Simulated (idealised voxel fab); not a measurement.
Name of the process module below: voxel double patterning
Displayed cross-section: cut, width of 290 nm, square cells sized 5 nm.
Reading order for cross-sections: top band down to bottom band. Underlying form: a grid of square cells. Band size: one or more rows of cells. A band entry consists of two parts. The first gives the height of the band's top and the height of its bottom, in nm. The rest lists the band's materials from left to right, each with its width in nm. A single material labelled with the word "all across" fills the band from edge to edge, and the word "blank" marks empty space. The reference from which all heights are counted is 0, the level beneath which the as-received wafer is entirely one material; the lowest band, having no lower bound, proceeds downward and is written after the example "0 down". It should be noted that a width expressed as "30..40" varies in equal increments from row to row of cells within the band, taking the value of the first number at the top row and that of the second number at the bottom row. Where a step carries "all unchanged", the cross-section came out of it unchanged, cell for cell. Under "Voids lacking openings" you'll find the enclosed gaps, the ones with no way out to the top, that are 8 cells or bigger; each reads width x height at distance, with distance counted from the left edge, everything in nm. It should be noted that, on the line of a given step, the content following the step's settings is a remark produced by the simulator itself with respect to that step. What "overlay nm" on a step's line means: if the step has a mask, that mask lay this far to the right of its planned place, or, when the value is negative, to the left.
Planned step list for the process:
- 1: RECEIVE (material Si)
- 2: CONFORMAL_DEP (material SiO2; thk nm 5)
- 3: DIRECTIONAL_DEP (material polySi; thk nm 10)
- 4: DIRECTIONAL_DEP (material SiCN; thk nm 5)
- 5: PATTERN (tone open; mask id FIRST; material resist; width nm 15; pitch nm 50; thk nm 20; overlay nm 0)
- 6: DIRECTIONAL_ETCH (etch materials SiCN; depth nm 5)
- 7: STRIP (etch materials resist)
- 8: PATTERN (tone open; mask id SECOND; material resist; width nm 15; thk nm 15; overlay nm 0)
- 9: DIRECTIONAL_ETCH (etch materials SiCN; depth nm 5)
- 10: STRIP (etch materials resist)
- 11: DIRECTIONAL_ETCH (etch materials polySi; depth nm 10)
- 12: STRIP (etch materials SiCN)
Delivered wafer in cross-section: state after step 1:
  0 down | Si all across
  Voids lacking openings: none
This is how the wafer looks in cross-section once the module is done, given the starting state and plan above and one mistake in carrying the plan out:
  20 to 15 | SiO2 all across
  15 to 5 | polySi all across
  5 to 0 | SiO2 all across
  0 down | Si all across
  Voids lacking openings: none
What was the processing mistake? step 4: run off-plan, actual operation and settings DIRECTIONAL_DEP (material SiO2; thk nm 5)
